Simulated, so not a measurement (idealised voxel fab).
process module | voxel ribs on slabs
cross-section cut | 200 nm wide | cells 5 nm
A cross-section is a grid of square cells, given in bands from the top down. A band is one or more rows of cells.
Each band's line starts with the height of the band's top and of its bottom, in nm. Then come its materials from left to right, each with its width in nm. One material with "throughout" fills the band from edge to edge. "air" is empty space.
Height 0 is the level under which the wafer as received is all one material. The lowest band goes on downwards, as in "0 down".
A width such as "30 to 40" changes by the same amount from each row of cells to the next, from the band's top row to its bottom row.
"no change" after a step means that no cell of the cross-section changed.
closed voids: empty space of 8 cells or more with no open way to the top, each as width x height at its distance from the left edge, in nm
after a step's settings: what the simulator itself notes on the step
overlay nm, on a step with a mask: how far to the right of its planned place the mask lay; to the left if negative
plan
1 op RECEIVE | material Si
2 op DIRECTIONAL_DEP | material SiO2 | thk nm 20
3 op DIRECTIONAL_DEP | material SiN | thk nm 20
4 op DIRECTIONAL_DEP | material aC | thk nm 10
5 op PATTERN | tone cover | mask id RIB | material resist | width nm 20 | thk nm 25 | overlay nm 0
6 op DIRECTIONAL_ETCH | etch materials aC | depth nm 10
7 op STRIP | etch materials resist
8 op DIRECTIONAL_ETCH | etch materials SiN | depth nm 10
9 op STRIP | etch materials aC
10 op DIRECTIONAL_DEP | material aC | thk nm 15
11 op PATTERN | tone cover | mask id SLAB | material resist | width nm 50 | thk nm 30 | overlay nm 0
12 op DIRECTIONAL_ETCH | etch materials aC | depth nm 15
13 op STRIP | etch materials resist
14 op DIRECTIONAL_ETCH | etch materials SiN | depth nm 10
15 op STRIP | etch materials aC
16 op FILL_DEP | material SiO2 | thk nm 30
17 op CMP | height nm 60
18 op DIRECTIONAL_DEP | material TiN | thk nm 5
19 op MASKED_ETCH | tone cover | mask id HEATER | width nm 30 | etch materials TiN | depth nm 5 | overlay nm 0
20 op CONFORMAL_DEP | material SiN | thk nm 5
first wafer, as planned
as received, after step 1
  0 down: Si throughout
  closed voids: none
after step 2
  20 to 0: SiO2 throughout
  below 0: unchanged
after step 3
  40 to 20: SiN throughout
  below 20: unchanged
after step 4
  50 to 40: aC throughout
  below 40: unchanged
after step 5
  75 to 50: air 90 | resist 20 | air 90
  below 50: unchanged
after step 6
  65 to 50: air 90 | resist 20 | air 90
  50 to 40: air 90 | aC 20 | air 90
  below 40: unchanged
after step 7
  50 to 40: air 90 | aC 20 | air 90
  below 40: unchanged
after step 8
  50 to 40: air 90 | aC 20 | air 90
  40 to 30: air 90 | SiN 20 | air 90
  below 30: unchanged
after step 9
  40 to 30: air 90 | SiN 20 | air 90
  below 30: unchanged
after step 10
  55 to 45: air 90 | aC 20 | air 90
  45 to 40: aC throughout
  40 to 30: aC 90 | SiN 20 | aC 90
  below 30: unchanged
after step 11
  85 to 55: air 75 | resist 50 | air 75
  55 to 45: air 75 | resist 15 | aC 20 | resist 15 | air 75
  below 45: unchanged
after step 12
  70 to 55: air 75 | resist 50 | air 75
  55 to 45: air 75 | resist 15 | aC 20 | resist 15 | air 75
  45 to 40: air 75 | aC 50 | air 75
  40 to 30: air 75 | aC 15 | SiN 20 | aC 15 | air 75
  below 30: unchanged
after step 13
  55 to 45: air 90 | aC 20 | air 90
  below 45: unchanged
after step 14
  55 to 45: air 90 | aC 20 | air 90
  45 to 40: air 75 | aC 50 | air 75
  40 to 30: air 75 | aC 15 | SiN 20 | aC 15 | air 75
  30 to 20: air 75 | SiN 50 | air 75
  below 20: unchanged
after step 15
  40 to 30: air 90 | SiN 20 | air 90
  below 30: unchanged
after step 16
  70 to 40: SiO2 throughout
  40 to 30: SiO2 90 | SiN 20 | SiO2 90
  30 to 20: SiO2 75 | SiN 50 | SiO2 75
  below 20: unchanged
after step 17
  60 to 40: SiO2 throughout
  below 40: unchanged
after step 18
  65 to 60: TiN throughout
  below 60: unchanged
after step 19
  65 to 60: air 85 | TiN 30 | air 85
  below 60: unchanged
after step 20
  70 to 65: air 80 | SiN 40 | air 80
  65 to 60: SiN 85 | TiN 30 | SiN 85
  below 60: unchanged
second wafer: like start, like plan, one mistake. Through step 10 it matches the first wafer
when step 11 should have ended
  85 to 55: air 85 | resist 50 | air 65
  55 to 45: air 85 | resist 5 | aC 20 | resist 25 | air 65
  below 45: unchanged
when step 12 should have ended
  70 to 55: air 85 | resist 50 | air 65
  55 to 45: air 85 | resist 5 | aC 20 | resist 25 | air 65
  45 to 40: air 85 | aC 50 | air 65
  40 to 30: air 85 | aC 5 | SiN 20 | aC 25 | air 65
  below 30: unchanged
when step 13 should have ended
  55 to 45: air 90 | aC 20 | air 90
  below 45: unchanged
when step 14 should have ended
  55 to 45: air 90 | aC 20 | air 90
  45 to 40: air 85 | aC 50 | air 65
  40 to 30: air 85 | aC 5 | SiN 20 | aC 25 | air 65
  30 to 20: air 85 | SiN 50 | air 65
  below 20: unchanged
when step 15 should have ended
  40 to 30: air 90 | SiN 20 | air 90
  below 30: unchanged
when step 16 should have ended
  70 to 40: SiO2 throughout
  40 to 30: SiO2 90 | SiN 20 | SiO2 90
  30 to 20: SiO2 85 | SiN 50 | SiO2 65
  below 20: unchanged
when step 17 should have ended
  60 to 40: SiO2 throughout
  below 40: unchanged
when step 18 should have ended
  65 to 60: TiN throughout
  below 60: unchanged
when step 19 should have ended
  65 to 60: air 85 | TiN 30 | air 85
  below 60: unchanged
when step 20 should have ended
  70 to 65: air 80 | SiN 40 | air 80
  65 to 60: SiN 85 | TiN 30 | SiN 85
  below 60: unchanged
what went wrong: step 11 ran as: op PATTERN | tone cover | mask id SLAB | material resist | width nm 50 | thk nm 30 | overlay nm 10
at the end the second wafer has, in cells: as many of each material as the first, in other places
